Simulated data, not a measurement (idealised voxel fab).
Name of the process module below: voxel wiring stack
Cross-section cut spans 300 nm and uses square cells 5 nm in size.
Square cells in a grid make up a cross-section in this document, and the grid is given as bands, listed from the top down, each one or more rows of cells. Heads up on the band format: heights come first, top then bottom, in nm. After that it's the materials left to right, each with its width in nm. A single material flagged "everywhere" fills the whole band edge to edge, and "empty" means there's empty space there. Heights from 0 (as-received wafer is one material below). Bottom band endless downward, as "0 down". When a width is written as two numbers, as in "30..40", the first number is the width in the top row of cells of the band and the second is the width in its bottom row, and the width changes by the same amount from each row to the next. Given "remained unchanged" for a step, no cell of the cross-section differs between before and after that step. For the entry "closed voids", the listed items are empty spaces with no open way to the top whose size is 8 cells or more; each item follows the pattern width x height at distance, where distance is from the left edge and all three are in nm. after a step's settings: what the simulator itself notes on the step. overlay nm: how far to the right of its planned place the mask lay on this masked step (negative: to the left).
# So here's the lineup of process steps we planned
1 RECEIVE [material Si]
2 CONFORMAL_DEP [material SiO2] [thk nm 15]
3 DIRECTIONAL_DEP [material TiN] [thk nm 5]
4 DIRECTIONAL_DEP [material Ru] [thk nm 25]
5 PATTERN [tone cover] [mask id METAL_1] [material resist] [width nm 30] [pitch nm 45] [thk nm 20] [overlay nm 0]
6 DIRECTIONAL_ETCH [etch materials Ru] [depth nm 25]
7 DIRECTIONAL_ETCH [etch materials TiN] [depth nm 5]
8 STRIP [etch materials resist]
9 CONFORMAL_DEP [material SiN] [thk nm 5]
10 FILL_DEP [material lowk] [thk nm 10]
11 CMP [height nm 45]
12 CONFORMAL_DEP [material SiCN] [thk nm 5]
13 DIRECTIONAL_DEP [material lowk] [thk nm 30]
14 MASKED_ETCH [tone open] [mask id METAL_2_HOLES] [width nm 15] [pitch nm 45] [etch materials lowk] [depth nm 30] [overlay nm 0]
15 MASKED_ETCH [tone open] [mask id METAL_2] [width nm 30] [pitch nm 45] [etch materials lowk] [depth nm 15] [overlay nm 0]
16 MASKED_ETCH [tone open] [mask id METAL_2] [width nm 30] [pitch nm 45] [etch materials SiCN] [depth nm 5] [overlay nm 0]
17 CONFORMAL_DEP [material TiN] [thk nm 5]
18 FILL_DEP [material Cu] [thk nm 10]
19 CMP [height nm 80]
20 CONFORMAL_DEP [material SiCN] [thk nm 5]
21 DIRECTIONAL_DEP [material SiO2] [thk nm 30]
22 PATTERN [tone open] [mask id METAL_3] [material resist] [width nm 30] [pitch nm 45] [thk nm 20] [overlay nm 0]
23 DIRECTIONAL_ETCH [etch materials SiO2] [depth nm 15]
24 STRIP [etch materials resist]
25 MASKED_ETCH [tone open] [mask id METAL_3_HOLES] [width nm 15] [pitch nm 45] [etch materials SiO2] [depth nm 15] [overlay nm 0]
26 MASKED_ETCH [tone open] [mask id METAL_3_HOLES] [width nm 15] [pitch nm 45] [etch materials SiCN] [depth nm 5] [overlay nm 0]
27 CONFORMAL_DEP [material TiN] [thk nm 5]
28 FILL_DEP [material Cu] [thk nm 10]
29 CMP [height nm 115]
30 CONFORMAL_DEP [material SiN] [thk nm 5]
# First wafer out of two, processed as planned
# Wafer at receipt (post step 1), cross-section
    0 down: Si everywhere
    closed voids: none
# So this is the wafer cross-section right after step 2
    15 to 0: SiO2 everywhere
    Beneath the level 0, the cross-section is identical to its previous state.
# So this is the wafer cross-section right after step 3
    20 to 15: TiN everywhere
    Beneath the level 15, the cross-section is identical to its previous state.
# So this is the wafer cross-section right after step 4
    45 to 20: Ru everywhere
    Beneath the level 20, the cross-section is identical to its previous state.
# So this is the wafer cross-section right after step 5
    65 to 45: empty 65 nm / resist 30 nm / empty 15 nm / resist 30 nm / empty 15 nm / resist 30 nm / empty 15 nm / resist 30 nm / empty 70 nm
    Beneath the level 45, the cross-section is identical to its previous state.
# So this is the wafer cross-section right after step 6
    65 to 45: empty 65 nm / resist 30 nm / empty 15 nm / resist 30 nm / empty 15 nm / resist 30 nm / empty 15 nm / resist 30 nm / empty 70 nm
    45 to 20: empty 65 nm / Ru 30 nm / empty 15 nm / Ru 30 nm / empty 15 nm / Ru 30 nm / empty 15 nm / Ru 30 nm / empty 70 nm
    Beneath the level 20, the cross-section is identical to its previous state.
# So this is the wafer cross-section right after step 7
    65 to 45: empty 65 nm / resist 30 nm / empty 15 nm / resist 30 nm / empty 15 nm / resist 30 nm / empty 15 nm / resist 30 nm / empty 70 nm
    45 to 20: empty 65 nm / Ru 30 nm / empty 15 nm / Ru 30 nm / empty 15 nm / Ru 30 nm / empty 15 nm / Ru 30 nm / empty 70 nm
    20 to 15: empty 65 nm / TiN 30 nm / empty 15 nm / TiN 30 nm / empty 15 nm / TiN 30 nm / empty 15 nm / TiN 30 nm / empty 70 nm
    Beneath the level 15, the cross-section is identical to its previous state.
# So this is the wafer cross-section right after step 8
    45 to 20: empty 65 nm / Ru 30 nm / empty 15 nm / Ru 30 nm / empty 15 nm / Ru 30 nm / empty 15 nm / Ru 30 nm / empty 70 nm
    Beneath the level 20, the cross-section is identical to its previous state.
# So this is the wafer cross-section right after step 9
    50 to 45: empty 60 nm / SiN 40 nm / empty 5 nm / SiN 40 nm / empty 5 nm / SiN 40 nm / empty 5 nm / SiN 40 nm / empty 65 nm
    45 to 20: empty 60 nm / SiN 5 nm / Ru 30 nm / SiN 5 nm / empty 5 nm / SiN 5 nm / Ru 30 nm / SiN 5 nm / empty 5 nm / SiN 5 nm / Ru 30 nm / SiN 5 nm / empty 5 nm / SiN 5 nm / Ru 30 nm / SiN 5 nm / empty 65 nm
    20 to 15: SiN 65 nm / TiN 30 nm / SiN 15 nm / TiN 30 nm / SiN 15 nm / TiN 30 nm / SiN 15 nm / TiN 30 nm / SiN 70 nm
    Beneath the level 15, the cross-section is identical to its previous state.
# So this is the wafer cross-section right after step 10
    60 to 50: lowk everywhere
    50 to 45: lowk 60 nm / SiN 40 nm / lowk 5 nm / SiN 40 nm / lowk 5 nm / SiN 40 nm / lowk 5 nm / SiN 40 nm / lowk 65 nm
    45 to 20: lowk 60 nm / SiN 5 nm / Ru 30 nm / SiN 5 nm / lowk 5 nm / SiN 5 nm / Ru 30 nm / SiN 5 nm / lowk 5 nm / SiN 5 nm / Ru 30 nm / SiN 5 nm / lowk 5 nm / SiN 5 nm / Ru 30 nm / SiN 5 nm / lowk 65 nm
    Beneath the level 20, the cross-section is identical to its previous state.
# So this is the wafer cross-section right after step 11
    45 to 20: lowk 60 nm / SiN 5 nm / Ru 30 nm / SiN 5 nm / lowk 5 nm / SiN 5 nm / Ru 30 nm / SiN 5 nm / lowk 5 nm / SiN 5 nm / Ru 30 nm / SiN 5 nm / lowk 5 nm / SiN 5 nm / Ru 30 nm / SiN 5 nm / lowk 65 nm
    Beneath the level 20, the cross-section is identical to its previous state.
# So this is the wafer cross-section right after step 12
    50 to 45: SiCN everywhere
    Beneath the level 45, the cross-section is identical to its previous state.
# So this is the wafer cross-section right after step 13
    80 to 50: lowk everywhere
    Beneath the level 50, the cross-section is identical to its previous state.
# So this is the wafer cross-section right after step 14
    80 to 50: lowk 65 nm / empty 15 nm / lowk 30 nm / empty 15 nm / lowk 30 nm / empty 15 nm / lowk 30 nm / empty 15 nm / lowk 85 nm
    Beneath the level 50, the cross-section is identical to its previous state.
# So this is the wafer cross-section right after step 15
    80 to 65: lowk 65 nm / empty 30 nm / lowk 15 nm / empty 30 nm / lowk 15 nm / empty 30 nm / lowk 15 nm / empty 30 nm / lowk 70 nm
    Beneath the level 65, the cross-section is identical to its previous state.
# So this is the wafer cross-section right after step 16
    80 to 65: lowk 65 nm / empty 30 nm / lowk 15 nm / empty 30 nm / lowk 15 nm / empty 30 nm / lowk 15 nm / empty 30 nm / lowk 70 nm
    65 to 50: lowk 65 nm / empty 15 nm / lowk 30 nm / empty 15 nm / lowk 30 nm / empty 15 nm / lowk 30 nm / empty 15 nm / lowk 85 nm
    50 to 45: SiCN 65 nm / empty 15 nm / SiCN 30 nm / empty 15 nm / SiCN 30 nm / empty 15 nm / SiCN 30 nm / empty 15 nm / SiCN 85 nm
    Beneath the level 45, the cross-section is identical to its previous state.
# So this is the wafer cross-section right after step 17
    85 to 80: TiN 70 nm / empty 20 nm / TiN 25 nm / empty 20 nm / TiN 25 nm / empty 20 nm / TiN 25 nm / empty 20 nm / TiN 75 nm
    80 to 70: lowk 65 nm / TiN 5 nm / empty 20 nm / TiN 5 nm / lowk 15 nm / TiN 5 nm / empty 20 nm / TiN 5 nm / lowk 15 nm / TiN 5 nm / empty 20 nm / TiN 5 nm / lowk 15 nm / TiN 5 nm / empty 20 nm / TiN 5 nm / lowk 70 nm
    70 to 65: lowk 65 nm / TiN 5 nm / empty 5 nm / TiN 20 nm / lowk 15 nm / TiN 5 nm / empty 5 nm / TiN 20 nm / lowk 15 nm / TiN 5 nm / empty 5 nm / TiN 20 nm / lowk 15 nm / TiN 5 nm / empty 5 nm / TiN 20 nm / lowk 70 nm
    65 to 50: lowk 65 nm / TiN 5 nm / empty 5 nm / TiN 5 nm / lowk 30 nm / TiN 5 nm / empty 5 nm / TiN 5 nm / lowk 30 nm / TiN 5 nm / empty 5 nm / TiN 5 nm / lowk 30 nm / TiN 5 nm / empty 5 nm / TiN 5 nm / lowk 85 nm
    50 to 45: SiCN 65 nm / TiN 15 nm / SiCN 30 nm / TiN 15 nm / SiCN 30 nm / TiN 15 nm / SiCN 30 nm / TiN 15 nm / SiCN 85 nm
    Beneath the level 45, the cross-section is identical to its previous state.
# So this is the wafer cross-section right after step 18
    95 to 85: Cu everywhere
    85 to 80: TiN 70 nm / Cu 20 nm / TiN 25 nm / Cu 20 nm / TiN 25 nm / Cu 20 nm / TiN 25 nm / Cu 20 nm / TiN 75 nm
    80 to 70: lowk 65 nm / TiN 5 nm / Cu 20 nm / TiN 5 nm / lowk 15 nm / TiN 5 nm / Cu 20 nm / TiN 5 nm / lowk 15 nm / TiN 5 nm / Cu 20 nm / TiN 5 nm / lowk 15 nm / TiN 5 nm / Cu 20 nm / TiN 5 nm / lowk 70 nm
    70 to 65: lowk 65 nm / TiN 5 nm / Cu 5 nm / TiN 20 nm / lowk 15 nm / TiN 5 nm / Cu 5 nm / TiN 20 nm / lowk 15 nm / TiN 5 nm / Cu 5 nm / TiN 20 nm / lowk 15 nm / TiN 5 nm / Cu 5 nm / TiN 20 nm / lowk 70 nm
    65 to 50: lowk 65 nm / TiN 5 nm / Cu 5 nm / TiN 5 nm / lowk 30 nm / TiN 5 nm / Cu 5 nm / TiN 5 nm / lowk 30 nm / TiN 5 nm / Cu 5 nm / TiN 5 nm / lowk 30 nm / TiN 5 nm / Cu 5 nm / TiN 5 nm / lowk 85 nm
    Beneath the level 50, the cross-section is identical to its previous state.
# So this is the wafer cross-section right after step 19
    80 to 70: lowk 65 nm / TiN 5 nm / Cu 20 nm / TiN 5 nm / lowk 15 nm / TiN 5 nm / Cu 20 nm / TiN 5 nm / lowk 15 nm / TiN 5 nm / Cu 20 nm / TiN 5 nm / lowk 15 nm / TiN 5 nm / Cu 20 nm / TiN 5 nm / lowk 70 nm
    Beneath the level 70, the cross-section is identical to its previous state.
# So this is the wafer cross-section right after step 20
    85 to 80: SiCN everywhere
    Beneath the level 80, the cross-section is identical to its previous state.
# So this is the wafer cross-section right after step 21
    115 to 85: SiO2 everywhere
    Beneath the level 85, the cross-section is identical to its previous state.
# So this is the wafer cross-section right after step 22
    135 to 115: resist 65 nm / empty 30 nm / resist 15 nm / empty 30 nm / resist 15 nm / empty 30 nm / resist 15 nm / empty 30 nm / resist 70 nm
    Beneath the level 115, the cross-section is identical to its previous state.
# So this is the wafer cross-section right after step 23
    135 to 115: resist 65 nm / empty 30 nm / resist 15 nm / empty 30 nm / resist 15 nm / empty 30 nm / resist 15 nm / empty 30 nm / resist 70 nm
    115 to 100: SiO2 65 nm / empty 30 nm / SiO2 15 nm / empty 30 nm / SiO2 15 nm / empty 30 nm / SiO2 15 nm / empty 30 nm / SiO2 70 nm
    Beneath the level 100, the cross-section is identical to its previous state.
# So this is the wafer cross-section right after step 24
    115 to 100: SiO2 65 nm / empty 30 nm / SiO2 15 nm / empty 30 nm / SiO2 15 nm / empty 30 nm / SiO2 15 nm / empty 30 nm / SiO2 70 nm
    Beneath the level 100, the cross-section is identical to its previous state.
# So this is the wafer cross-section right after step 25
    115 to 100: SiO2 65 nm / empty 30 nm / SiO2 15 nm / empty 30 nm / SiO2 15 nm / empty 30 nm / SiO2 15 nm / empty 30 nm / SiO2 70 nm
    100 to 85: SiO2 65 nm / empty 15 nm / SiO2 30 nm / empty 15 nm / SiO2 30 nm / empty 15 nm / SiO2 30 nm / empty 15 nm / SiO2 85 nm
    Beneath the level 85, the cross-section is identical to its previous state.
# So this is the wafer cross-section right after step 26
    115 to 100: SiO2 65 nm / empty 30 nm / SiO2 15 nm / empty 30 nm / SiO2 15 nm / empty 30 nm / SiO2 15 nm / empty 30 nm / SiO2 70 nm
    100 to 85: SiO2 65 nm / empty 15 nm / SiO2 30 nm / empty 15 nm / SiO2 30 nm / empty 15 nm / SiO2 30 nm / empty 15 nm / SiO2 85 nm
    85 to 80: SiCN 65 nm / empty 15 nm / SiCN 30 nm / empty 15 nm / SiCN 30 nm / empty 15 nm / SiCN 30 nm / empty 15 nm / SiCN 85 nm
    Beneath the level 80, the cross-section is identical to its previous state.
# So this is the wafer cross-section right after step 27
    120 to 115: TiN 70 nm / empty 20 nm / TiN 25 nm / empty 20 nm / TiN 25 nm / empty 20 nm / TiN 25 nm / empty 20 nm / TiN 75 nm
    115 to 105: SiO2 65 nm / TiN 5 nm / empty 20 nm / TiN 5 nm / SiO2 15 nm / TiN 5 nm / empty 20 nm / TiN 5 nm / SiO2 15 nm / TiN 5 nm / empty 20 nm / TiN 5 nm / SiO2 15 nm / TiN 5 nm / empty 20 nm / TiN 5 nm / SiO2 70 nm
    105 to 100: SiO2 65 nm / TiN 5 nm / empty 5 nm / TiN 20 nm / SiO2 15 nm / TiN 5 nm / empty 5 nm / TiN 20 nm / SiO2 15 nm / TiN 5 nm / empty 5 nm / TiN 20 nm / SiO2 15 nm / TiN 5 nm / empty 5 nm / TiN 20 nm / SiO2 70 nm
    100 to 85: SiO2 65 nm / TiN 5 nm / empty 5 nm / TiN 5 nm / SiO2 30 nm / TiN 5 nm / empty 5 nm / TiN 5 nm / SiO2 30 nm / TiN 5 nm / empty 5 nm / TiN 5 nm / SiO2 30 nm / TiN 5 nm / empty 5 nm / TiN 5 nm / SiO2 85 nm
    85 to 80: SiCN 65 nm / TiN 15 nm / SiCN 30 nm / TiN 15 nm / SiCN 30 nm / TiN 15 nm / SiCN 30 nm / TiN 15 nm / SiCN 85 nm
    Beneath the level 80, the cross-section is identical to its previous state.
# So this is the wafer cross-section right after step 28
    130 to 120: Cu everywhere
    120 to 115: TiN 70 nm / Cu 20 nm / TiN 25 nm / Cu 20 nm / TiN 25 nm / Cu 20 nm / TiN 25 nm / Cu 20 nm / TiN 75 nm
    115 to 105: SiO2 65 nm / TiN 5 nm / Cu 20 nm / TiN 5 nm / SiO2 15 nm / TiN 5 nm / Cu 20 nm / TiN 5 nm / SiO2 15 nm / TiN 5 nm / Cu 20 nm / TiN 5 nm / SiO2 15 nm / TiN 5 nm / Cu 20 nm / TiN 5 nm / SiO2 70 nm
    105 to 100: SiO2 65 nm / TiN 5 nm / Cu 5 nm / TiN 20 nm / SiO2 15 nm / TiN 5 nm / Cu 5 nm / TiN 20 nm / SiO2 15 nm / TiN 5 nm / Cu 5 nm / TiN 20 nm / SiO2 15 nm / TiN 5 nm / Cu 5 nm / TiN 20 nm / SiO2 70 nm
    100 to 85: SiO2 65 nm / TiN 5 nm / Cu 5 nm / TiN 5 nm / SiO2 30 nm / TiN 5 nm / Cu 5 nm / TiN 5 nm / SiO2 30 nm / TiN 5 nm / Cu 5 nm / TiN 5 nm / SiO2 30 nm / TiN 5 nm / Cu 5 nm / TiN 5 nm / SiO2 85 nm
    Beneath the level 85, the cross-section is identical to its previous state.
# So this is the wafer cross-section right after step 29
    115 to 105: SiO2 65 nm / TiN 5 nm / Cu 20 nm / TiN 5 nm / SiO2 15 nm / TiN 5 nm / Cu 20 nm / TiN 5 nm / SiO2 15 nm / TiN 5 nm / Cu 20 nm / TiN 5 nm / SiO2 15 nm / TiN 5 nm / Cu 20 nm / TiN 5 nm / SiO2 70 nm
    Beneath the level 105, the cross-section is identical to its previous state.
# So this is the wafer cross-section right after step 30
    120 to 115: SiN everywhere
    Beneath the level 115, the cross-section is identical to its previous state.
# Wafer two of two - same starting point, same process plan, one mistake in execution; matches wafer one up to and including step 24
# Cross-section of the second wafer when, according to plan, step 25 should have finished
    115 to 100: SiO2 60 nm / empty 35 nm / SiO2 10 nm / empty 35 nm / SiO2 10 nm / empty 35 nm / SiO2 10 nm / empty 35 nm / SiO2 70 nm
    100 to 85: SiO2 65 nm / empty 20 nm / SiO2 25 nm / empty 20 nm / SiO2 25 nm / empty 20 nm / SiO2 25 nm / empty 20 nm / SiO2 80 nm
    Beneath the level 85, the cross-section is identical to its previous state.
# Cross-section of the second wafer when, according to plan, step 26 should have finished
    115 to 100: SiO2 60 nm / empty 35 nm / SiO2 10 nm / empty 35 nm / SiO2 10 nm / empty 35 nm / SiO2 10 nm / empty 35 nm / SiO2 70 nm
    100 to 85: SiO2 65 nm / empty 20 nm / SiO2 25 nm / empty 20 nm / SiO2 25 nm / empty 20 nm / SiO2 25 nm / empty 20 nm / SiO2 80 nm
    85 to 80: SiCN 65 nm / empty 15 nm / SiCN 30 nm / empty 15 nm / SiCN 30 nm / empty 15 nm / SiCN 30 nm / empty 15 nm / SiCN 85 nm
    Beneath the level 80, the cross-section is identical to its previous state.
# Cross-section of the second wafer when, according to plan, step 27 should have finished
    120 to 115: TiN 65 nm / empty 25 nm / TiN 20 nm / empty 25 nm / TiN 20 nm / empty 25 nm / TiN 20 nm / empty 25 nm / TiN 75 nm
    115 to 105: SiO2 60 nm / TiN 5 nm / empty 25 nm / TiN 5 nm / SiO2 10 nm / TiN 5 nm / empty 25 nm / TiN 5 nm / SiO2 10 nm / TiN 5 nm / empty 25 nm / TiN 5 nm / SiO2 10 nm / TiN 5 nm / empty 25 nm / TiN 5 nm / SiO2 70 nm
    105 to 100: SiO2 60 nm / TiN 10 nm / empty 10 nm / TiN 15 nm / SiO2 10 nm / TiN 10 nm / empty 10 nm / TiN 15 nm / SiO2 10 nm / TiN 10 nm / empty 10 nm / TiN 15 nm / SiO2 10 nm / TiN 10 nm / empty 10 nm / TiN 15 nm / SiO2 70 nm
    100 to 90: SiO2 65 nm / TiN 5 nm / empty 10 nm / TiN 5 nm / SiO2 25 nm / TiN 5 nm / empty 10 nm / TiN 5 nm / SiO2 25 nm / TiN 5 nm / empty 10 nm / TiN 5 nm / SiO2 25 nm / TiN 5 nm / empty 10 nm / TiN 5 nm / SiO2 80 nm
    90 to 85: SiO2 65 nm / TiN 5 nm / empty 5 nm / TiN 10 nm / SiO2 25 nm / TiN 5 nm / empty 5 nm / TiN 10 nm / SiO2 25 nm / TiN 5 nm / empty 5 nm / TiN 10 nm / SiO2 25 nm / TiN 5 nm / empty 5 nm / TiN 10 nm / SiO2 80 nm
    85 to 80: SiCN 65 nm / TiN 15 nm / SiCN 30 nm / TiN 15 nm / SiCN 30 nm / TiN 15 nm / SiCN 30 nm / TiN 15 nm / SiCN 85 nm
    Beneath the level 80, the cross-section is identical to its previous state.
# Cross-section of the second wafer when, according to plan, step 28 should have finished
    130 to 120: Cu everywhere
    120 to 115: TiN 65 nm / Cu 25 nm / TiN 20 nm / Cu 25 nm / TiN 20 nm / Cu 25 nm / TiN 20 nm / Cu 25 nm / TiN 75 nm
    115 to 105: SiO2 60 nm / TiN 5 nm / Cu 25 nm / TiN 5 nm / SiO2 10 nm / TiN 5 nm / Cu 25 nm / TiN 5 nm / SiO2 10 nm / TiN 5 nm / Cu 25 nm / TiN 5 nm / SiO2 10 nm / TiN 5 nm / Cu 25 nm / TiN 5 nm / SiO2 70 nm
    105 to 100: SiO2 60 nm / TiN 10 nm / Cu 10 nm / TiN 15 nm / SiO2 10 nm / TiN 10 nm / Cu 10 nm / TiN 15 nm / SiO2 10 nm / TiN 10 nm / Cu 10 nm / TiN 15 nm / SiO2 10 nm / TiN 10 nm / Cu 10 nm / TiN 15 nm / SiO2 70 nm
    100 to 90: SiO2 65 nm / TiN 5 nm / Cu 10 nm / TiN 5 nm / SiO2 25 nm / TiN 5 nm / Cu 10 nm / TiN 5 nm / SiO2 25 nm / TiN 5 nm / Cu 10 nm / TiN 5 nm / SiO2 25 nm / TiN 5 nm / Cu 10 nm / TiN 5 nm / SiO2 80 nm
    90 to 85: SiO2 65 nm / TiN 5 nm / Cu 5 nm / TiN 10 nm / SiO2 25 nm / TiN 5 nm / Cu 5 nm / TiN 10 nm / SiO2 25 nm / TiN 5 nm / Cu 5 nm / TiN 10 nm / SiO2 25 nm / TiN 5 nm / Cu 5 nm / TiN 10 nm / SiO2 80 nm
    Beneath the level 85, the cross-section is identical to its previous state.
# Cross-section of the second wafer when, according to plan, step 29 should have finished
    115 to 105: SiO2 60 nm / TiN 5 nm / Cu 25 nm / TiN 5 nm / SiO2 10 nm / TiN 5 nm / Cu 25 nm / TiN 5 nm / SiO2 10 nm / TiN 5 nm / Cu 25 nm / TiN 5 nm / SiO2 10 nm / TiN 5 nm / Cu 25 nm / TiN 5 nm / SiO2 70 nm
    Beneath the level 105, the cross-section is identical to its previous state.
# Cross-section of the second wafer when, according to plan, step 30 should have finished
    120 to 115: SiN everywhere
    Beneath the level 115, the cross-section is identical to its previous state.
Here's what went sideways: heads up, step 25 didn't go per plan, it actually ran as MASKED_ETCH [tone open] [mask id METAL_3_HOLES] [width nm 25] [pitch nm 45] [etch materials SiO2] [depth nm 15] [overlay nm 0]
The second wafer ends with more or fewer cells of some materials than the first, per final count: Cu: 20 more | SiO2: 24 fewer | TiN: 4 more
